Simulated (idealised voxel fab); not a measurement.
process module | voxel capacitor over wiring
cross-section cut | 155 nm wide | cells 5 nm
A cross-section is a grid of square cells, given in bands from the top down. A band is one or more rows of cells.
Each band's line starts with the height of the band's top and of its bottom, in nm. Then come its materials from left to right, each with its width in nm. One material with "throughout" fills the band from edge to edge. "air" is empty space.
Height 0 is the level under which the wafer as received is all one material. The lowest band goes on downwards, as in "0 down".
A width such as "30 to 40" changes by the same amount from each row of cells to the next, from the band's top row to its bottom row.
"no change" after a step means that no cell of the cross-section changed.
closed voids: empty space of 8 cells or more with no open way to the top, each as width x height at its distance from the left edge, in nm
after a step's settings: what the simulator itself notes on the step
overlay nm, on a step with a mask: how far to the right of its planned place the mask lay; to the left if negative
plan
1 op RECEIVE | material Si
2 op CONFORMAL_DEP | material SiO2 | thk nm 15
3 op CONFORMAL_DEP | material SiCN | thk nm 5
4 op DIRECTIONAL_DEP | material SiO2 | thk nm 25
5 op DIRECTIONAL_DEP | material aC | thk nm 10
6 op PATTERN | tone open | mask id METAL_1 | material resist | width nm 30 | pitch nm 95 | thk nm 30 | overlay nm 0
7 op DIRECTIONAL_ETCH | etch materials aC | depth nm 10
8 op STRIP | etch materials resist
9 op DIRECTIONAL_ETCH | etch materials SiO2 | depth nm 25
10 op DIRECTIONAL_ETCH | etch materials SiCN | depth nm 5
11 op STRIP | etch materials aC
12 op CONFORMAL_DEP | material TiN | thk nm 5
13 op FILL_DEP | material Cu | thk nm 10
14 op CMP | height nm 45
15 op CONFORMAL_DEP | material SiCN | thk nm 5
16 op DIRECTIONAL_DEP | material SiO2 | thk nm 10
17 op MASKED_ETCH | tone open | mask id PLUG_1 | width nm 15 | etch materials SiO2 | depth nm 10 | overlay nm 0
18 op MASKED_ETCH | tone open | mask id PLUG_1 | width nm 15 | etch materials SiCN | depth nm 5 | overlay nm 0
19 op CONFORMAL_DEP | material TiN | thk nm 5
20 op FILL_DEP | material W | thk nm 10
21 op CMP | height nm 60
22 op DIRECTIONAL_DEP | material TiN | thk nm 10
23 op DIRECTIONAL_DEP | material HfO2 | thk nm 5
24 op DIRECTIONAL_DEP | material TiN | thk nm 10
25 op PATTERN | tone cover | mask id UPPER_PLATE | material resist | width nm 70 | thk nm 15 | overlay nm 0
26 op DIRECTIONAL_ETCH | etch materials TiN | depth nm 10
27 op DIRECTIONAL_ETCH | etch materials HfO2 | depth nm 5
28 op STRIP | etch materials resist
29 op DIRECTIONAL_DEP | material aC | thk nm 10
30 op PATTERN | tone cover | mask id LOWER_PLATE | material resist | width nm 80 | thk nm 25 | overlay nm 0
31 op DIRECTIONAL_ETCH | etch materials aC | depth nm 10
32 op STRIP | etch materials resist
33 op DIRECTIONAL_ETCH | etch materials TiN | depth nm 10
34 op STRIP | etch materials aC
35 op FILL_DEP | material SiO2 | thk nm 20
36 op CMP | height nm 100
37 op MASKED_ETCH | tone open | mask id PLUG_2 | width nm 15 | etch materials SiO2 | depth nm 15 | overlay nm 0
38 op CONFORMAL_DEP | material TiN | thk nm 5
39 op FILL_DEP | material Ru | thk nm 10
40 op CMP | height nm 100
41 op CONFORMAL_DEP | material SiCN | thk nm 5
as received, after step 1
  0 down: Si throughout
  closed voids: none
first wafer at the end, as planned
  105 to 100: SiCN throughout
  100 to 90: SiO2 40 | TiN 5 | Ru 5 | TiN 5 | SiO2 100
  90 to 85: SiO2 40 | TiN 15 | SiO2 100
  85 to 75: SiO2 30 | TiN 70 | SiO2 55
  75 to 70: SiO2 30 | HfO2 70 | SiO2 55
  70 to 60: SiO2 25 | TiN 80 | SiO2 50
  60 to 50: SiO2 30 | TiN 5 | W 5 | TiN 5 | SiO2 110
  50 to 45: SiCN 30 | TiN 15 | SiCN 110
  45 to 20: SiO2 15 | TiN 5 | Cu 20 | TiN 5 | SiO2 65 | TiN 5 | Cu 20 | TiN 5 | SiO2 15
  20 to 15: SiCN 15 | TiN 30 | SiCN 65 | TiN 30 | SiCN 15
  15 to 0: SiO2 throughout
  0 down: Si throughout
  closed voids: none
second wafer at the end: like start, like plan, one mistake
  105 to 100: SiCN throughout
  100 to 90: SiO2 40 | TiN 5 | Ru 5 | TiN 5 | SiO2 100
  90 to 85: SiO2 40 | TiN 15 | SiO2 100
  85 to 75: SiO2 30 | TiN 70 | SiO2 55
  75 to 70: SiO2 30 | HfO2 70 | SiO2 55
  70 to 60: SiO2 25 | TiN 80 | SiO2 50
  60 to 50: SiO2 30 | TiN 5 | W 5 | TiN 5 | SiO2 110
  50 to 45: SiCN 30 | TiN 15 | SiCN 110
  45 to 35: SiO2 15 | TiN 5 | Cu 20 | TiN 5 | SiO2 65 | TiN 5 | Cu 20 | TiN 5 | SiO2 15
  35 to 30: SiCN 15 | TiN 30 | SiCN 65 | TiN 30 | SiCN 15
  30 to 0: SiO2 throughout
  0 down: Si throughout
  closed voids: none
what went wrong: step 2 was run twice
at the end the second wafer has, in cells: 24 fewer of Cu | 36 more of SiO2 | 12 fewer of TiN
